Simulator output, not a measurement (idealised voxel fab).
The process module presented herein is designated voxel capacitor over wiring.
Each square cell in cross-section cut measures 5 nm, and the section as a whole is 235 nm wide.
Heads up, the way a cross-section reads in here is a grid of square cells, handed over as bands from the top down, with every band being one or more rows of cells. Read a band's entry like this: the first values are the height of its top and the height of its bottom in nm, and what follows is the sequence of materials from left to right, each with its width in nm. Note that "air" is empty space, and that a single material marked "full width" reaches across the band from edge to edge. Below 0: as-received wafer, all one material; heights counted from there. Lowest band: no bottom, goes on down, written "0 nm and below". Think of "30->40" as a width that walks from the first number to the second as you go down the band, top row to bottom row, taking equal-sized steps from row to row. "no change", as given for a step, is the statement that not any cell of the cross-section underwent a change during that step. The entry "Enclosed void entries" lists the empty spaces that cover at least 8 cells and have no open path to the top. Each is written as width x height at distance, where the distance is measured from the left edge and all three values are in nm. Post-settings text on a step line: simulator's own remark regarding the step. For masked steps, "overlay nm" on the step line gives how far right of plan the mask actually lay; a minus sign means it lay to the left.

Planned process steps:
1: RECEIVE [material Si]
2: CONFORMAL_DEP [material SiO2] [thk nm 15]
3: CONFORMAL_DEP [material SiCN] [thk nm 5]
4: DIRECTIONAL_DEP [material SiO2] [thk nm 15]
5: DIRECTIONAL_DEP [material aC] [thk nm 10]
6: PATTERN [tone open] [mask id METAL_1] [material resist] [width nm 30] [pitch nm 95] [thk nm 25] [overlay nm 0]
7: DIRECTIONAL_ETCH [etch materials aC] [depth nm 10]
8: STRIP [etch materials resist]
9: DIRECTIONAL_ETCH [etch materials SiO2] [depth nm 15]
10: DIRECTIONAL_ETCH [etch materials SiCN] [depth nm 5]
11: STRIP [etch materials aC]
12: CONFORMAL_DEP [material TiN] [thk nm 5]
13: FILL_DEP [material Cu] [thk nm 5]
14: CMP [height nm 35]
15: CONFORMAL_DEP [material SiCN] [thk nm 5]
16: DIRECTIONAL_DEP [material SiO2] [thk nm 15]
17: MASKED_ETCH [tone open] [mask id PLUG_1] [width nm 15] [etch materials SiO2] [depth nm 15] [overlay nm 0]
18: MASKED_ETCH [tone open] [mask id PLUG_1] [width nm 15] [etch materials SiCN] [depth nm 5] [overlay nm 0]
19: CONFORMAL_DEP [material TiN] [thk nm 5]
20: FILL_DEP [material Cu] [thk nm 10]
21: CMP [height nm 55]
22: DIRECTIONAL_DEP [material TiN] [thk nm 10]
23: DIRECTIONAL_DEP [material SiN] [thk nm 5]
24: DIRECTIONAL_DEP [material TiN] [thk nm 5]
25: PATTERN [tone cover] [mask id UPPER_PLATE] [material resist] [width nm 70] [thk nm 20] [overlay nm 0]
26: DIRECTIONAL_ETCH [etch materials TiN] [depth nm 5]
27: DIRECTIONAL_ETCH [etch materials SiN] [depth nm 5]
28: STRIP [etch materials resist]
29: PATTERN [tone cover] [mask id LOWER_PLATE] [material resist] [width nm 80] [thk nm 20] [overlay nm 0]
30: DIRECTIONAL_ETCH [etch materials TiN] [depth nm 10]
31: STRIP [etch materials resist]
32: FILL_DEP [material SiO2] [thk nm 20]
33: CMP [height nm 90]
34: DIRECTIONAL_DEP [material aC] [thk nm 10]
35: PATTERN [tone open] [mask id PLUG_2] [material resist] [width nm 15] [thk nm 30] [overlay nm 0]
36: DIRECTIONAL_ETCH [etch materials aC] [depth nm 10]
37: STRIP [etch materials resist]
38: DIRECTIONAL_ETCH [etch materials SiO2] [depth nm 15]
39: STRIP [etch materials aC]
40: CONFORMAL_DEP [material TiN] [thk nm 5]
41: FILL_DEP [material Ru] [thk nm 10]
42: CMP [height nm 90]
43: CONFORMAL_DEP [material SiCN] [thk nm 5]

The following pertains to the first of two wafers, which was processed as planned:

As received (post step 1): cross-section:
> 0 nm and below = Si full width
> Enclosed void entries: none

Cross-section through the wafer, step 2 finished:
> 15 nm to 0 nm = SiO2 full width
> Everything below 0 is unchanged.

Cross-section through the wafer, step 3 finished:
> 20 nm to 15 nm = SiCN full width
> Everything below 15 is unchanged.

Cross-section through the wafer, step 4 finished:
> 35 nm to 20 nm = SiO2 full width
> Everything below 20 is unchanged.

Cross-section through the wafer, step 5 finished:
> 45 nm to 35 nm = aC full width
> Everything below 35 is unchanged.

Cross-section through the wafer, step 6 finished:
> 70 nm to 45 nm = 55 of resist | 30 of air | 65 of resist | 30 of air | 55 of resist
> Everything below 45 is unchanged.

Cross-section through the wafer, step 7 finished:
> 60 nm to 45 nm = 55 of resist | 30 of air | 65 of resist | 30 of air | 55 of resist
> 45 nm to 35 nm = 55 of aC | 30 of air | 65 of aC | 30 of air | 55 of aC
> Everything below 35 is unchanged.

Cross-section through the wafer, step 8 finished:
> 45 nm to 35 nm = 55 of aC | 30 of air | 65 of aC | 30 of air | 55 of aC
> Everything below 35 is unchanged.

Cross-section through the wafer, step 9 finished:
> 45 nm to 35 nm = 55 of aC | 30 of air | 65 of aC | 30 of air | 55 of aC
> 35 nm to 20 nm = 55 of SiO2 | 30 of air | 65 of SiO2 | 30 of air | 55 of SiO2
> Everything below 20 is unchanged.

Cross-section through the wafer, step 10 finished:
> 45 nm to 35 nm = 55 of aC | 30 of air | 65 of aC | 30 of air | 55 of aC
> 35 nm to 20 nm = 55 of SiO2 | 30 of air | 65 of SiO2 | 30 of air | 55 of SiO2
> 20 nm to 15 nm = 55 of SiCN | 30 of air | 65 of SiCN | 30 of air | 55 of SiCN
> Everything below 15 is unchanged.

Cross-section through the wafer, step 11 finished:
> 35 nm to 20 nm = 55 of SiO2 | 30 of air | 65 of SiO2 | 30 of air | 55 of SiO2
> Everything below 20 is unchanged.

Cross-section through the wafer, step 12 finished:
> 40 nm to 35 nm = 60 of TiN | 20 of air | 75 of TiN | 20 of air | 60 of TiN
> 35 nm to 20 nm = 55 of SiO2 | 5 of TiN | 20 of air | 5 of TiN | 65 of SiO2 | 5 of TiN | 20 of air | 5 of TiN | 55 of SiO2
> 20 nm to 15 nm = 55 of SiCN | 30 of TiN | 65 of SiCN | 30 of TiN | 55 of SiCN
> Everything below 15 is unchanged.

Cross-section through the wafer, step 13 finished:
> 45 nm to 40 nm = Cu full width
> 40 nm to 35 nm = 60 of TiN | 20 of Cu | 75 of TiN | 20 of Cu | 60 of TiN
> 35 nm to 20 nm = 55 of SiO2 | 5 of TiN | 20 of Cu | 5 of TiN | 65 of SiO2 | 5 of TiN | 20 of Cu | 5 of TiN | 55 of SiO2
> Everything below 20 is unchanged.

Cross-section through the wafer, step 14 finished:
> 35 nm to 20 nm = 55 of SiO2 | 5 of TiN | 20 of Cu | 5 of TiN | 65 of SiO2 | 5 of TiN | 20 of Cu | 5 of TiN | 55 of SiO2
> Everything below 20 is unchanged.

Cross-section through the wafer, step 15 finished:
> 40 nm to 35 nm = SiCN full width
> Everything below 35 is unchanged.

Cross-section through the wafer, step 16 finished:
> 55 nm to 40 nm = SiO2 full width
> Everything below 40 is unchanged.

Cross-section through the wafer, step 17 finished:
> 55 nm to 40 nm = 70 of SiO2 | 15 of air | 150 of SiO2
> Everything below 40 is unchanged.

Cross-section through the wafer, step 18 finished:
> 55 nm to 40 nm = 70 of SiO2 | 15 of air | 150 of SiO2
> 40 nm to 35 nm = 70 of SiCN | 15 of air | 150 of SiCN
> Everything below 35 is unchanged.

Cross-section through the wafer, step 19 finished:
> 60 nm to 55 nm = 75 of TiN | 5 of air | 155 of TiN
> 55 nm to 40 nm = 70 of SiO2 | 5 of TiN | 5 of air | 5 of TiN | 150 of SiO2
> 40 nm to 35 nm = 70 of SiCN | 15 of TiN | 150 of SiCN
> Everything below 35 is unchanged.

Cross-section through the wafer, step 20 finished:
> 70 nm to 60 nm = Cu full width
> 60 nm to 55 nm = 75 of TiN | 5 of Cu | 155 of TiN
> 55 nm to 40 nm = 70 of SiO2 | 5 of TiN | 5 of Cu | 5 of TiN | 150 of SiO2
> Everything below 40 is unchanged.

Cross-section through the wafer, step 21 finished:
> 55 nm to 40 nm = 70 of SiO2 | 5 of TiN | 5 of Cu | 5 of TiN | 150 of SiO2
> Everything below 40 is unchanged.

Cross-section through the wafer, step 22 finished:
> 65 nm to 55 nm = TiN full width
> Everything below 55 is unchanged.

Cross-section through the wafer, step 23 finished:
> 70 nm to 65 nm = SiN full width
> Everything below 65 is unchanged.

Cross-section through the wafer, step 24 finished:
> 75 nm to 70 nm = TiN full width
> Everything below 70 is unchanged.

Cross-section through the wafer, step 25 finished:
> 95 nm to 75 nm = 70 of air | 70 of resist | 95 of air
> Everything below 75 is unchanged.

Cross-section through the wafer, step 26 finished:
> 95 nm to 75 nm = 70 of air | 70 of resist | 95 of air
> 75 nm to 70 nm = 70 of air | 70 of TiN | 95 of air
> Everything below 70 is unchanged.

Cross-section through the wafer, step 27 finished:
> 95 nm to 75 nm = 70 of air | 70 of resist | 95 of air
> 75 nm to 70 nm = 70 of air | 70 of TiN | 95 of air
> 70 nm to 65 nm = 70 of air | 70 of SiN | 95 of air
> Everything below 65 is unchanged.

Cross-section through the wafer, step 28 finished:
> 75 nm to 70 nm = 70 of air | 70 of TiN | 95 of air
> Everything below 70 is unchanged.

Cross-section through the wafer, step 29 finished:
> 95 nm to 75 nm = 65 of air | 80 of resist | 90 of air
> 75 nm to 70 nm = 65 of air | 5 of resist | 70 of TiN | 5 of resist | 90 of air
> 70 nm to 65 nm = 65 of air | 5 of resist | 70 of SiN | 5 of resist | 90 of air
> Everything below 65 is unchanged.

Cross-section through the wafer, step 30 finished:
> 95 nm to 75 nm = 65 of air | 80 of resist | 90 of air
> 75 nm to 70 nm = 65 of air | 5 of resist | 70 of TiN | 5 of resist | 90 of air
> 70 nm to 65 nm = 65 of air | 5 of resist | 70 of SiN | 5 of resist | 90 of air
> 65 nm to 55 nm = 65 of air | 80 of TiN | 90 of air
> Everything below 55 is unchanged.

Cross-section through the wafer, step 31 finished:
> 75 nm to 70 nm = 70 of air | 70 of TiN | 95 of air
> 70 nm to 65 nm = 70 of air | 70 of SiN | 95 of air
> Everything below 65 is unchanged.

Cross-section through the wafer, step 32 finished:
> 95 nm to 75 nm = SiO2 full width
> 75 nm to 70 nm = 70 of SiO2 | 70 of TiN | 95 of SiO2
> 70 nm to 65 nm = 70 of SiO2 | 70 of SiN | 95 of SiO2
> 65 nm to 55 nm = 65 of SiO2 | 80 of TiN | 90 of SiO2
> Everything below 55 is unchanged.

Cross-section through the wafer, step 33 finished:
> 90 nm to 75 nm = SiO2 full width
> Everything below 75 is unchanged.

Cross-section through the wafer, step 34 finished:
> 100 nm to 90 nm = aC full width
> Everything below 90 is unchanged.

Cross-section through the wafer, step 35 finished:
> 130 nm to 100 nm = 80 of resist | 15 of air | 140 of resist
> Everything below 100 is unchanged.

Cross-section through the wafer, step 36 finished:
> 120 nm to 100 nm = 80 of resist | 15 of air | 140 of resist
> 100 nm to 90 nm = 80 of aC | 15 of air | 140 of aC
> Everything below 90 is unchanged.

Cross-section through the wafer, step 37 finished:
> 100 nm to 90 nm = 80 of aC | 15 of air | 140 of aC
> Everything below 90 is unchanged.

Cross-section through the wafer, step 38 finished:
> 100 nm to 90 nm = 80 of aC | 15 of air | 140 of aC
> 90 nm to 75 nm = 80 of SiO2 | 15 of air | 140 of SiO2
> Everything below 75 is unchanged.

Cross-section through the wafer, step 39 finished:
> 90 nm to 75 nm = 80 of SiO2 | 15 of air | 140 of SiO2
> Everything below 75 is unchanged.

Cross-section through the wafer, step 40 finished:
> 95 nm to 90 nm = 85 of TiN | 5 of air | 145 of TiN
> 90 nm to 80 nm = 80 of SiO2 | 5 of TiN | 5 of air | 5 of TiN | 140 of SiO2
> 80 nm to 70 nm = 80->70 of SiO2 | 15->70 of TiN | 140->95 of SiO2
> Everything below 70 is unchanged.

Cross-section through the wafer, step 41 finished:
> 105 nm to 95 nm = Ru full width
> 95 nm to 90 nm = 85 of TiN | 5 of Ru | 145 of TiN
> 90 nm to 80 nm = 80 of SiO2 | 5 of TiN | 5 of Ru | 5 of TiN | 140 of SiO2
> Everything below 80 is unchanged.

Cross-section through the wafer, step 42 finished:
> 90 nm to 80 nm = 80 of SiO2 | 5 of TiN | 5 of Ru | 5 of TiN | 140 of SiO2
> Everything below 80 is unchanged.

Cross-section through the wafer, step 43 finished:
> 95 nm to 90 nm = SiCN full width
> Everything below 90 is unchanged.

Second of two: same start, same plan, one run error; steps up to and including 22 match the first:

Cross-section: second wafer, time at which step 23 was scheduled to end: no change

Cross-section: second wafer, time at which step 24 was scheduled to end:
> 70 nm to 55 nm = TiN full width
> Everything below 55 is unchanged.

Cross-section: second wafer, time at which step 25 was scheduled to end:
> 90 nm to 70 nm = 70 of air | 70 of resist | 95 of air
> Everything below 70 is unchanged.

Cross-section: second wafer, time at which step 26 was scheduled to end:
> 90 nm to 70 nm = 70 of air | 70 of resist | 95 of air
> 70 nm to 65 nm = 70 of air | 70 of TiN | 95 of air
> Everything below 65 is unchanged.

Cross-section: second wafer, time at which step 27 was scheduled to end: no change

Cross-section: second wafer, time at which step 28 was scheduled to end:
> 70 nm to 65 nm = 70 of air | 70 of TiN | 95 of air
> Everything below 65 is unchanged.

Cross-section: second wafer, time at which step 29 was scheduled to end:
> 90 nm to 70 nm = 65 of air | 80 of resist | 90 of air
> 70 nm to 65 nm = 65 of air | 5 of resist | 70 of TiN | 5 of resist | 90 of air
> Everything below 65 is unchanged.

Cross-section: second wafer, time at which step 30 was scheduled to end:
> 90 nm to 70 nm = 65 of air | 80 of resist | 90 of air
> 70 nm to 65 nm = 65 of air | 5 of resist | 70 of TiN | 5 of resist | 90 of air
> 65 nm to 55 nm = 65 of air | 80 of TiN | 90 of air
> Everything below 55 is unchanged.

Cross-section: second wafer, time at which step 31 was scheduled to end:
> 70 nm to 65 nm = 70 of air | 70 of TiN | 95 of air
> Everything below 65 is unchanged.

Cross-section: second wafer, time at which step 32 was scheduled to end:
> 90 nm to 70 nm = SiO2 full width
> 70 nm to 65 nm = 70 of SiO2 | 70 of TiN | 95 of SiO2
> 65 nm to 55 nm = 65 of SiO2 | 80 of TiN | 90 of SiO2
> Everything below 55 is unchanged.

Cross-section: second wafer, time at which step 33 was scheduled to end: no change

Cross-section: second wafer, time at which step 34 was scheduled to end:
> 100 nm to 90 nm = aC full width
> Everything below 90 is unchanged.

Cross-section: second wafer, time at which step 35 was scheduled to end:
> 130 nm to 100 nm = 80 of resist | 15 of air | 140 of resist
> Everything below 100 is unchanged.

Cross-section: second wafer, time at which step 36 was scheduled to end:
> 120 nm to 100 nm = 80 of resist | 15 of air | 140 of resist
> 100 nm to 90 nm = 80 of aC | 15 of air | 140 of aC
> Everything below 90 is unchanged.

Cross-section: second wafer, time at which step 37 was scheduled to end:
> 100 nm to 90 nm = 80 of aC | 15 of air | 140 of aC
> Everything below 90 is unchanged.

Cross-section: second wafer, time at which step 38 was scheduled to end:
> 100 nm to 90 nm = 80 of aC | 15 of air | 140 of aC
> 90 nm to 75 nm = 80 of SiO2 | 15 of air | 140 of SiO2
> Everything below 75 is unchanged.

Cross-section: second wafer, time at which step 39 was scheduled to end:
> 90 nm to 75 nm = 80 of SiO2 | 15 of air | 140 of SiO2
> Everything below 75 is unchanged.

Cross-section: second wafer, time at which step 40 was scheduled to end:
> 95 nm to 90 nm = 85 of TiN | 5 of air | 145 of TiN
> 90 nm to 80 nm = 80 of SiO2 | 5 of TiN | 5 of air | 5 of TiN | 140 of SiO2
> 80 nm to 75 nm = 80 of SiO2 | 15 of TiN | 140 of SiO2
> Everything below 75 is unchanged.

Cross-section: second wafer, time at which step 41 was scheduled to end:
> 105 nm to 95 nm = Ru full width
> 95 nm to 90 nm = 85 of TiN | 5 of Ru | 145 of TiN
> 90 nm to 80 nm = 80 of SiO2 | 5 of TiN | 5 of Ru | 5 of TiN | 140 of SiO2
> Everything below 80 is unchanged.

Cross-section: second wafer, time at which step 42 was scheduled to end:
> 90 nm to 80 nm = 80 of SiO2 | 5 of TiN | 5 of Ru | 5 of TiN | 140 of SiO2
> Everything below 80 is unchanged.

Cross-section: second wafer, time at which step 43 was scheduled to end:
> 95 nm to 90 nm = SiCN full width
> Everything below 90 is unchanged.
Finding, execution versus plan: step 23 of the plan never got run, it was skipped over
at the end the second wafer has, in cells: SiN -14; SiO2 +14
